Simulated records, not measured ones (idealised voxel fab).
The following is a process module called voxel ribs on slabs.
Pictured: cross-section cut, 200 nm wide, on a grid of 5 nm square cells.
When this document writes out a cross-section, it uses a grid of square cells and lists it as bands, beginning at the top and moving down, with a band standing for one or more rows of cells. Each band's line starts with the height of the band's top and of its bottom, in nm. Then come its materials from left to right, each with its width in nm. One material with "edge to edge" fills the band from edge to edge. "blank" is empty space. For the purposes of this specification, 0 denotes the height below which the wafer in its as-received condition is composed wholly of one material, and the lowermost band, lacking a lower limit, extends downward without end, as expressed in "from 0 down". A width such as "30 to 40" changes by the same amount from each row of cells to the next, from the band's top row to its bottom row. Step marked "left unchanged"? Then no cell in the cross-section changed in it. "Trapped void list": sealed empty spaces, 8 cells or more, no open way to top, listed width x height at distance, with distance from the left edge and width, height and distance in nm. Post-settings text on a step line: simulator's own remark regarding the step. overlay nm: where the mask lay relative to plan, measured to the right, on steps with a mask; negatives go left.

### Below is the list of planned process steps
step 1: RECEIVE (material Si)
step 2: DIRECTIONAL_DEP (material SiO2; thk nm 30)
step 3: DIRECTIONAL_DEP (material SiN; thk nm 15)
step 4: PATTERN (tone cover; mask id RIB; material resist; width nm 30; thk nm 20; overlay nm 0)
step 5: DIRECTIONAL_ETCH (etch materials SiN; depth nm 5)
step 6: STRIP (etch materials resist)
step 7: PATTERN (tone cover; mask id SLAB; material resist; width nm 70; thk nm 20; overlay nm 0)
step 8: DIRECTIONAL_ETCH (etch materials SiN; depth nm 10)
step 9: STRIP (etch materials resist)
step 10: FILL_DEP (material SiO2; thk nm 25)
step 11: CMP (height nm 60)
step 12: DIRECTIONAL_DEP (material TiN; thk nm 5)
step 13: PATTERN (tone cover; mask id HEATER; material resist; width nm 40; thk nm 15; overlay nm 0)
step 14: DIRECTIONAL_ETCH (etch materials TiN; depth nm 5)
step 15: STRIP (etch materials resist)
step 16: CONFORMAL_DEP (material SiO2; thk nm 10)

### Cross-section of the incoming wafer, state after step 1
    from 0 down | Si edge to edge
    Trapped void list: none

### Final wafer profile in cross-section after the module, from the same start and plan as above, with one mistake made during processing
    from 75 to 70 | blank 65 | SiO2 70 | blank 65
    from 70 to 65 | SiO2 edge to edge
    from 65 to 60 | SiO2 75 | TiN 50 | SiO2 75
    from 60 to 45 | SiO2 edge to edge
    from 45 to 40 | SiO2 85 | SiN 30 | SiO2 85
    from 40 to 30 | SiO2 65 | SiN 70 | SiO2 65
    from 30 to 0 | SiO2 edge to edge
    from 0 down | Si edge to edge
    Trapped void list: none
Deviation from plan: step 13 off recipe, ran as PATTERN (tone cover; mask id HEATER; material resist; width nm 50; thk nm 15; overlay nm 0)
